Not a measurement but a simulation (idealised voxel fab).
This is a process module. Its name is voxel self aligned contacts.
Xsec cut, 195 nm wide, square cell size 5 nm.
Cross-section, as written here: a square-cell grid given band by band from the top down, where a band holds one or more rows of cells. Each band's line starts with the height of the band's top and of its bottom, in nm. Then come its materials from left to right, each with its width in nm. One material with "edge to edge" fills the band from edge to edge. "blank" is empty space. Height reference: 0 = level under which incoming wafer is all one material. Lowest band: no bottom, runs on downward, e.g. "0 and below". When a width is written as two numbers, as in "30->40", the first number is the width in the top row of cells of the band and the second is the width in its bottom row, and the width changes by the same amount from each row to the next. A step reported as "same as before" is a step in which no cell of the cross-section changed. Empty spaces counting at least 8 cells and having no open way to the top are listed in "Closed empty spaces". The notation width x height at distance is used for each, the distance being from the left edge and all three values in nm. The remark found on a step's line after its settings is issued by the simulator itself and pertains to that step. A step's line can hold "overlay nm"; with a mask on that step, the setting says how far right of the planned place the mask lay, while a negative setting says it lay to the left.
The process steps that were planned are listed below
1: RECEIVE, material Si
2: OXIDIZE, depth nm 5
3: DIRECTIONAL_DEP, material polySi, thk nm 20
4: DIRECTIONAL_DEP, material SiN, thk nm 20
5: MASKED_ETCH, tone cover, mask id GATE, width nm 35, pitch nm 65, etch materials SiN, depth nm 20, overlay nm 0
6: MASKED_ETCH, tone cover, mask id GATE, width nm 35, pitch nm 65, etch materials polySi, depth nm 20, overlay nm 0
7: CONFORMAL_DEP, material SiN, thk nm 5
8: DIRECTIONAL_ETCH, etch materials SiN, depth nm 5
9: FILL_DEP, material SiO2, thk nm 20
10: CMP, height nm 50
11: MASKED_ETCH, tone open, mask id CONTACT, width nm 50, etch materials SiO2, depth nm 55, overlay nm 0
12: CONFORMAL_DEP, material TiN, thk nm 5
13: FILL_DEP, material W, thk nm 10
14: CMP, height nm 50
15: CONFORMAL_DEP, material SiCN, thk nm 5
What follows covers the first of two wafers; it ran as planned
So this is the incoming wafer in cross-section - it's already been through step 1
    0 and below  Si edge to edge
    Closed empty spaces: none
You're looking at a cross-section of the wafer after step 2
    0 down to -5  SiO2 edge to edge
    Below -5, the layers are the same as they were.
You're looking at a cross-section of the wafer after step 3
    20 down to 0  polySi edge to edge
    Below 0, the layers are the same as they were.
You're looking at a cross-section of the wafer after step 4
    40 down to 20  SiN edge to edge
    Below 20, the layers are the same as they were.
You're looking at a cross-section of the wafer after step 5
    40 down to 20  45 of blank, then 35 of SiN, then 30 of blank, then 35 of SiN, then 50 of blank
    Below 20, the layers are the same as they were.
You're looking at a cross-section of the wafer after step 6
    40 down to 20  45 of blank, then 35 of SiN, then 30 of blank, then 35 of SiN, then 50 of blank
    20 down to 0  45 of blank, then 35 of polySi, then 30 of blank, then 35 of polySi, then 50 of blank
    Below 0, the layers are the same as they were.
You're looking at a cross-section of the wafer after step 7
    45 down to 20  40 of blank, then 45 of SiN, then 20 of blank, then 45 of SiN, then 45 of blank
    20 down to 5  40 of blank, then 5 of SiN, then 35 of polySi, then 5 of SiN, then 20 of blank, then 5 of SiN, then 35 of polySi, then 5 of SiN, then 45 of blank
    5 down to 0  45 of SiN, then 35 of polySi, then 30 of SiN, then 35 of polySi, then 50 of SiN
    Below 0, the layers are the same as they were.
You're looking at a cross-section of the wafer after step 8
    40 down to 20  40 of blank, then 45 of SiN, then 20 of blank, then 45 of SiN, then 45 of blank
    20 down to 0  40 of blank, then 5 of SiN, then 35 of polySi, then 5 of SiN, then 20 of blank, then 5 of SiN, then 35 of polySi, then 5 of SiN, then 45 of blank
    Below 0, the layers are the same as they were.
You're looking at a cross-section of the wafer after step 9
    60 down to 40  SiO2 edge to edge
    40 down to 20  40 of SiO2, then 45 of SiN, then 20 of SiO2, then 45 of SiN, then 45 of SiO2
    20 down to 0  40 of SiO2, then 5 of SiN, then 35 of polySi, then 5 of SiN, then 20 of SiO2, then 5 of SiN, then 35 of polySi, then 5 of SiN, then 45 of SiO2
    Below 0, the layers are the same as they were.
You're looking at a cross-section of the wafer after step 10
    50 down to 40  SiO2 edge to edge
    Below 40, the layers are the same as they were.
You're looking at a cross-section of the wafer after step 11
    50 down to 40  70 of SiO2, then 50 of blank, then 75 of SiO2
    40 down to 20  40 of SiO2, then 45 of SiN, then 20 of blank, then 45 of SiN, then 45 of SiO2
    20 down to 0  40 of SiO2, then 5 of SiN, then 35 of polySi, then 5 of SiN, then 20 of blank, then 5 of SiN, then 35 of polySi, then 5 of SiN, then 45 of SiO2
    0 down to -5  85 of SiO2, then 20 of blank, then 90 of SiO2
    Below -5, the layers are the same as they were.
You're looking at a cross-section of the wafer after step 12
    55 down to 50  75 of TiN, then 40 of blank, then 80 of TiN
    50 down to 40  70 of SiO2, then 5->20 of TiN, then 40->10 of blank, then 5->20 of TiN, then 75 of SiO2
    40 down to 20  40 of SiO2, then 45 of SiN, then 5 of TiN, then 10 of blank, then 5 of TiN, then 45 of SiN, then 45 of SiO2
    20 down to 0  40 of SiO2, then 5 of SiN, then 35 of polySi, then 5 of SiN, then 5 of TiN, then 10 of blank, then 5 of TiN, then 5 of SiN, then 35 of polySi, then 5 of SiN, then 45 of SiO2
    0 down to -5  85 of SiO2, then 20 of TiN, then 90 of SiO2
    Below -5, the layers are the same as they were.
You're looking at a cross-section of the wafer after step 13
    65 down to 55  W edge to edge
    55 down to 50  75 of TiN, then 40 of W, then 80 of TiN
    50 down to 40  70 of SiO2, then 5->20 of TiN, then 40->10 of W, then 5->20 of TiN, then 75 of SiO2
    40 down to 20  40 of SiO2, then 45 of SiN, then 5 of TiN, then 10 of W, then 5 of TiN, then 45 of SiN, then 45 of SiO2
    20 down to 0  40 of SiO2, then 5 of SiN, then 35 of polySi, then 5 of SiN, then 5 of TiN, then 10 of W, then 5 of TiN, then 5 of SiN, then 35 of polySi, then 5 of SiN, then 45 of SiO2
    Below 0, the layers are the same as they were.
You're looking at a cross-section of the wafer after step 14
    50 down to 40  70 of SiO2, then 5->20 of TiN, then 40->10 of W, then 5->20 of TiN, then 75 of SiO2
    Below 40, the layers are the same as they were.
You're looking at a cross-section of the wafer after step 15
    55 down to 50  SiCN edge to edge
    Below 50, the layers are the same as they were.
Regarding the second of the two wafers: it shared the first wafer's starting condition and process plan, yet one error occurred during its execution. Its history coincides with that of the first wafer up to and including step 8
What the second wafer looks like in cross-section when step 9 should have wrapped up
    60 down to 20  SiN edge to edge
    20 down to 0  45 of SiN, then 35 of polySi, then 30 of SiN, then 35 of polySi, then 50 of SiN
    Below 0, the layers are the same as they were.
What the second wafer looks like in cross-section when step 10 should have wrapped up
    50 down to 20  SiN edge to edge
    Below 20, the layers are the same as they were.
What the second wafer looks like in cross-section when step 11 should have wrapped up: same as before
What the second wafer looks like in cross-section when step 12 should have wrapped up
    55 down to 50  TiN edge to edge
    Below 50, the layers are the same as they were.
What the second wafer looks like in cross-section when step 13 should have wrapped up
    65 down to 55  W edge to edge
    Below 55, the layers are the same as they were.
What the second wafer looks like in cross-section when step 14 should have wrapped up
    50 down to 20  SiN edge to edge
    Below 20, the layers are the same as they were.
What the second wafer looks like in cross-section when step 15 should have wrapped up
    55 down to 50  SiCN edge to edge
    Below 50, the layers are the same as they were.
What was done differently from what was planned? so step 9 ended up running with a different setting than we planned, it ran as FILL_DEP, material SiN, thk nm 20
It is noted that, at the conclusion of processing, the second wafer exhibits a higher or lower cell count for certain materials relative to the first: 246 more of SiN | 190 fewer of SiO2 | 30 fewer of TiN | 26 fewer of W
